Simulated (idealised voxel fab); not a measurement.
The document below concerns the process module designated voxel self aligned vias.
Square cell edge 5 nm, section width 275 nm, ID cut.
A cross-section is a grid of square cells, given in bands from the top down. A band is one or more rows of cells.
Per band: top height and bottom height in nm, followed by the left-to-right materials and their widths in nm; "throughout" marks a single material spanning edge to edge, "blank" marks empty space.
Below 0: as-received wafer, all one material; heights counted from there. Lowest band: no bottom, goes on down, written "top 0, no bottom".
When a width is written as two numbers, as in "30..40", the first number is the width in the top row of cells of the band and the second is the width in its bottom row, and the width changes by the same amount from each row to the next.
For the purposes of this document, the phrase "remained the same" attached to a step denotes that no cell within the cross-section was modified by that step.
Heads up: "Completely sealed voids" only lists the empty pockets with no open path to the top that are 8 cells or more, and it writes them as width x height at distance, distance from the left edge, in nm.
Text after the settings on a step's line: the simulator's own remark on that step.
overlay nm: right-of-plan distance of the mask on a masked step; negative values mean left-of-plan.
[Planned step list for the process]
1. RECEIVE with material Si
2. CONFORMAL_DEP with material SiO2, thk nm 15
3. CONFORMAL_DEP with material SiCN, thk nm 5
4. DIRECTIONAL_DEP with material lowk, thk nm 30
5. DIRECTIONAL_DEP with material aC, thk nm 10
6. PATTERN with tone open, mask id LINES, material resist, width nm 25, pitch nm 75, thk nm 30, overlay nm 0
7. DIRECTIONAL_ETCH with etch materials aC, depth nm 10
8. STRIP with etch materials resist
9. DIRECTIONAL_ETCH with etch materials lowk, depth nm 30
10. STRIP with etch materials aC
11. CONFORMAL_DEP with material TiN, thk nm 5
12. FILL_DEP with material Ru, thk nm 10
13. CMP with height nm 50
14. SELECTIVE_ETCH with etch materials W Ru TiN, depth nm 10
15. FILL_DEP with material SiN, thk nm 5
16. CMP with height nm 50
17. DIRECTIONAL_DEP with material lowk, thk nm 20
18. MASKED_ETCH with tone open, mask id VIAS, width nm 45, pitch nm 75, etch materials lowk, depth nm 20, overlay nm 0
19. MASKED_ETCH with tone open, mask id VIAS, width nm 45, pitch nm 75, etch materials SiN, depth nm 10, overlay nm 0
20. CONFORMAL_DEP with material TiN, thk nm 5
21. FILL_DEP with material W, thk nm 5
22. CMP with height nm 70
23. CONFORMAL_DEP with material SiCN, thk nm 5
[Wafer as received: cross-section following step 1]
* top 0, no bottom = Si throughout
* Completely sealed voids: none
[End state of the module in cross-section, given the above starting point and plan and one mistake in execution]
* top 75, bottom 70 = SiCN throughout
* top 70, bottom 55 = 40 nm lowk | 5 nm TiN | 35 nm W | 5 nm TiN | 30 nm lowk | 5 nm TiN | 35 nm W | 5 nm TiN | 30 nm lowk | 5 nm TiN | 35 nm W | 5 nm TiN | 40 nm lowk
* top 55, bottom 50 = 40 nm lowk | 45 nm TiN | 30 nm lowk | 45 nm TiN | 30 nm lowk | 45 nm TiN | 40 nm lowk
* top 50, bottom 45 = SiCN throughout
* top 45, bottom 15 = lowk throughout
* top 15, bottom 0 = SiO2 throughout
* top 0, no bottom = Si throughout
* Completely sealed voids: none
What broke from the plan during processing? step 4 occupied the plan position of step 3, and the converse holds as well
